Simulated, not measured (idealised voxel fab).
Process module in this document: voxel self aligned vias
Displayed cross-section: cut, width of 180 nm, square cells sized 5 nm.
The cross-sections in this document take the form of a grid made of square cells. They are written out as bands, in order from top to bottom. Each band consists of one or more rows of cells.
This entry defines a band. It first specifies the height of the band's top and the height of its bottom in nm, and then specifies the band's materials from left to right, stating each material with its width in nm. The word "all across" identifies a single material that fills the band from edge to edge, while the word "blank" identifies empty space.
Convention: height 0 is the level below which the wafer, as received, is all one material. The lowest band does not terminate at the bottom but continues downward, represented as "0 down".
Top row gets the first number, bottom row gets the second, and each row in between changes by the same step: that is how a band width like "30->40" works.
No cell of the cross-section changed in a step that is given as "no alterations made".
Empty spaces counting at least 8 cells and having no open way to the top are listed in "Voids, fully enclosed". The notation width x height at distance is used for each, the distance being from the left edge and all three values in nm.
The remark found on a step's line after its settings is issued by the simulator itself and pertains to that step.
For masked steps, "overlay nm" on the step line gives how far right of plan the mask actually lay; a minus sign means it lay to the left.

So here's the lineup of process steps we planned
1) RECEIVE (material Si)
2) CONFORMAL_DEP (material SiO2; thk nm 10)
3) CONFORMAL_DEP (material SiCN; thk nm 5)
4) DIRECTIONAL_DEP (material SiO2; thk nm 25)
5) PATTERN (tone open; mask id LINES; material resist; width nm 30; pitch nm 55; thk nm 20; overlay nm 0)
6) DIRECTIONAL_ETCH (etch materials SiO2; depth nm 25)
7) STRIP (etch materials resist)
8) CONFORMAL_DEP (material TiN; thk nm 5)
9) FILL_DEP (material W; thk nm 10)
10) CMP (height nm 40)
11) SELECTIVE_ETCH (etch materials W Ru TiN; depth nm 10)
12) FILL_DEP (material SiN; thk nm 5)
13) CMP (height nm 40)
14) DIRECTIONAL_DEP (material SiO2; thk nm 20)
15) PATTERN (tone open; mask id VIAS; material resist; width nm 30; pitch nm 55; thk nm 20; overlay nm 0)
16) DIRECTIONAL_ETCH (etch materials SiO2; depth nm 20)
17) DIRECTIONAL_ETCH (etch materials SiN; depth nm 10)
18) STRIP (etch materials resist)
19) CONFORMAL_DEP (material TiN; thk nm 5)
20) FILL_DEP (material Cu; thk nm 5)
21) CMP (height nm 60)
22) CONFORMAL_DEP (material SiN; thk nm 5)
Quick note for whoever runs this: the wafers start identical, but the width nm at step 15 isn't the same across them. The plan just shows what the first wafer had.

First of several wafers, received after step 1, in cross-section
- 0 down = Si all across
- Voids, fully enclosed: none

At the end of the module, after its last step, step 22, the first of several wafers appears in cross-section as follows
- 65 to 60 = SiN all across
- 60 to 35 = SiO2 45 nm | TiN 5 nm | Cu 20 nm | TiN 5 nm | SiO2 25 nm | TiN 5 nm | Cu 20 nm | TiN 5 nm | SiO2 50 nm
- 35 to 30 = SiO2 45 nm | TiN 30 nm | SiO2 25 nm | TiN 30 nm | SiO2 50 nm
- 30 to 20 = SiO2 45 nm | TiN 5 nm | W 20 nm | TiN 5 nm | SiO2 25 nm | TiN 5 nm | W 20 nm | TiN 5 nm | SiO2 50 nm
- 20 to 15 = SiO2 45 nm | TiN 30 nm | SiO2 25 nm | TiN 30 nm | SiO2 50 nm
- 15 to 10 = SiCN all across
- 10 to 0 = SiO2 all across
- 0 down = Si all across
- Voids, fully enclosed: none

Cross-section at module completion, last wafer
- 65 to 60 = SiN all across
- 60 to 45 = SiO2 40 nm | TiN 5 nm | Cu 30 nm | TiN 5 nm | SiO2 15 nm | TiN 5 nm | Cu 30 nm | TiN 5 nm | SiO2 45 nm
- 45 to 35 = SiO2 40->45 nm | TiN 10->5 nm | Cu 20 nm | TiN 10->5 nm | SiO2 15->25 nm | TiN 10->5 nm | Cu 20 nm | TiN 10->5 nm | SiO2 45->50 nm
- 35 to 30 = SiO2 45 nm | TiN 30 nm | SiO2 25 nm | TiN 30 nm | SiO2 50 nm
- 30 to 20 = SiO2 45 nm | TiN 5 nm | W 20 nm | TiN 5 nm | SiO2 25 nm | TiN 5 nm | W 20 nm | TiN 5 nm | SiO2 50 nm
- 20 to 15 = SiO2 45 nm | TiN 30 nm | SiO2 25 nm | TiN 30 nm | SiO2 50 nm
- 15 to 10 = SiCN all across
- 10 to 0 = SiO2 all across
- 0 down = Si all across
- Voids, fully enclosed: none

Per-wafer rows below. For each material: cells gained (+) or lost (-) since the wafer was received, as of end of module. Then: closed voids
width nm 30; +40 Cu; +36 SiCN; +36 SiN; +288 SiO2; +52 TiN; +16 W; Voids, fully enclosed: none
width nm 35; +46 Cu; +36 SiCN; +36 SiN; +280 SiO2; +54 TiN; +16 W; Voids, fully enclosed: none
width nm 40; +52 Cu; +36 SiCN; +36 SiN; +272 SiO2; +56 TiN; +16 W; Voids, fully enclosed: none
